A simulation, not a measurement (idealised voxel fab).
Process module, titled voxel wiring stack
It is cross-section cut that appears here, measuring 195 nm in width, its square cells being 5 nm in size.
In this document a cross-section is written as a grid of square cells. It is given as a series of bands, listed from the top down, and a band is one or more rows of cells. This entry defines a band. It first specifies the height of the band's top and the height of its bottom in nm, and then specifies the band's materials from left to right, stating each material with its width in nm. The word "everywhere" identifies a single material that fills the band from edge to edge, while the word "air" identifies empty space. Height is counted from the level 0, under which the received wafer is composed throughout of one material. The lowest of the bands is not closed at the bottom but continues downward, in the notation "top 0, no bottom". You'd read "30 to 40" like this: the band's top row of cells is as wide as the first number, its bottom row is as wide as the second, and going down, every row changes width by the same amount as the row before did. "stayed the same" -> step changed no cross-section cell. Enclosed voids (no open way to top), threshold 8 cells or more, entry "Closed void register", notation width x height at distance, distance from left edge, nm. Note: text after step settings on the step line = simulator remark on that step. overlay nm: step with mask; distance mask lay right of planned place; negative value = left of planned place.
# Planned step list for the process
- 1: op RECEIVE | material Si
- 2: op CONFORMAL_DEP | material SiO2 | thk nm 15
- 3: op DIRECTIONAL_DEP | material TiN | thk nm 5
- 4: op DIRECTIONAL_DEP | material W | thk nm 15
- 5: op MASKED_ETCH | tone cover | mask id METAL_1 | width nm 30 | pitch nm 50 | etch materials W | depth nm 15 | overlay nm 0
- 6: op MASKED_ETCH | tone cover | mask id METAL_1 | width nm 30 | pitch nm 50 | etch materials TiN | depth nm 5 | overlay nm 0
- 7: op CONFORMAL_DEP | material SiN | thk nm 5
- 8: op FILL_DEP | material SiO2 | thk nm 5
- 9: op CMP | height nm 35
- 10: op CONFORMAL_DEP | material SiCN | thk nm 5
- 11: op DIRECTIONAL_DEP | material SiO2 | thk nm 10
- 12: op MASKED_ETCH | tone open | mask id PLUG_1 | width nm 15 | pitch nm 50 | etch materials SiO2 | depth nm 10 | overlay nm 0
- 13: op MASKED_ETCH | tone open | mask id PLUG_1 | width nm 15 | pitch nm 50 | etch materials SiCN | depth nm 5 | overlay nm 0
- 14: op EPI | material Ru | thk nm 10
- 15: op EPI | material Ru | thk nm 5
- 16: op CONFORMAL_DEP | material SiN | thk nm 5
- 17: op DIRECTIONAL_DEP | material lowk | thk nm 20
- 18: op DIRECTIONAL_DEP | material aC | thk nm 15
- 19: op PATTERN | tone open | mask id METAL_2 | material resist | width nm 30 | pitch nm 50 | thk nm 35 | overlay nm 0
- 20: op DIRECTIONAL_ETCH | etch materials aC | depth nm 15
- 21: op STRIP | etch materials resist
- 22: op DIRECTIONAL_ETCH | etch materials lowk | depth nm 20
- 23: op DIRECTIONAL_ETCH | etch materials SiN | depth nm 5
- 24: op STRIP | etch materials aC
- 25: op CONFORMAL_DEP | material TiN | thk nm 5
- 26: op FILL_DEP | material Cu | thk nm 10
- 27: op CMP | height nm 75
- 28: op EPI | material Ru | thk nm 5
- 29: op FILL_DEP | material SiCN | thk nm 5
# This is the cross-section of the wafer as we received it, i.e. after step 1
* top 0, no bottom  Si everywhere
* Closed void register: none
# The first of the two wafers as seen in cross-section once the module was finished; processing followed the plan
* top 85, bottom 80  SiCN everywhere
* top 80, bottom 75  SiCN=25; Ru=40; SiCN=10; Ru=40; SiCN=10; Ru=40; SiCN=30
* top 75, bottom 55  lowk=30; TiN=5; Cu=20; TiN=5; lowk=20; TiN=5; Cu=20; TiN=5; lowk=20; TiN=5; Cu=20; TiN=5; lowk=35
* top 55, bottom 50  SiN=30; TiN=30; SiN=20; TiN=30; SiN=20; TiN=30; SiN=35
* top 50, bottom 40  SiO2=30; Ru=15; SiO2=35; Ru=15; SiO2=35; Ru=15; SiO2=50
* top 40, bottom 35  SiCN=30; Ru=15; SiCN=35; Ru=15; SiCN=35; Ru=15; SiCN=50
* top 35, bottom 20  SiO2=25; SiN=5; W=30; SiN=5; SiO2=10; SiN=5; W=30; SiN=5; SiO2=10; SiN=5; W=30; SiN=5; SiO2=30
* top 20, bottom 15  SiN=30; TiN=30; SiN=20; TiN=30; SiN=20; TiN=30; SiN=35
* top 15, bottom 0  SiO2 everywhere
* top 0, no bottom  Si everywhere
* Closed void register: none
# Second wafer cross-section at end of module - shared start and plan with the first, one mistake in the run
* top 85, bottom 80  SiCN everywhere
* top 80, bottom 75  SiCN=25; Ru=40; SiCN=10; Ru=40; SiCN=10; Ru=40; SiCN=30
* top 75, bottom 55  lowk=30; TiN=5; Cu=20; TiN=5; lowk=20; TiN=5; Cu=20; TiN=5; lowk=20; TiN=5; Cu=20; TiN=5; lowk=35
* top 55, bottom 50  SiN=30; TiN=30; SiN=20; TiN=30; SiN=20; TiN=30; SiN=35
* top 50, bottom 40  SiO2=30; Ru=15; SiO2=35; Ru=15; SiO2=35; Ru=15; SiO2=50
* top 40, bottom 35  SiCN=30; Ru=15; SiCN=35; Ru=15; SiCN=35; Ru=15; SiCN=50
* top 35, bottom 25  SiO2=25; SiN=5; W=30; SiN=5; SiO2=10; SiN=5; W=30; SiN=5; SiO2=10; SiN=5; W=30; SiN=5; SiO2=30
* top 25, bottom 20  SiN=30; W=30; SiN=20; W=30; SiN=20; W=30; SiN=35
* top 20, bottom 5  SiO2 everywhere
* top 5, bottom 0  TiN everywhere
* top 0, no bottom  Si everywhere
* Closed void register: none
Deviation from plan: the run placed steps 2 and 3 each in the position the plan gave to the other
In the final state, the cell counts of the second wafer exceed or fall short of those of the first for the following materials: SiN -6, SiO2 -15, TiN +21
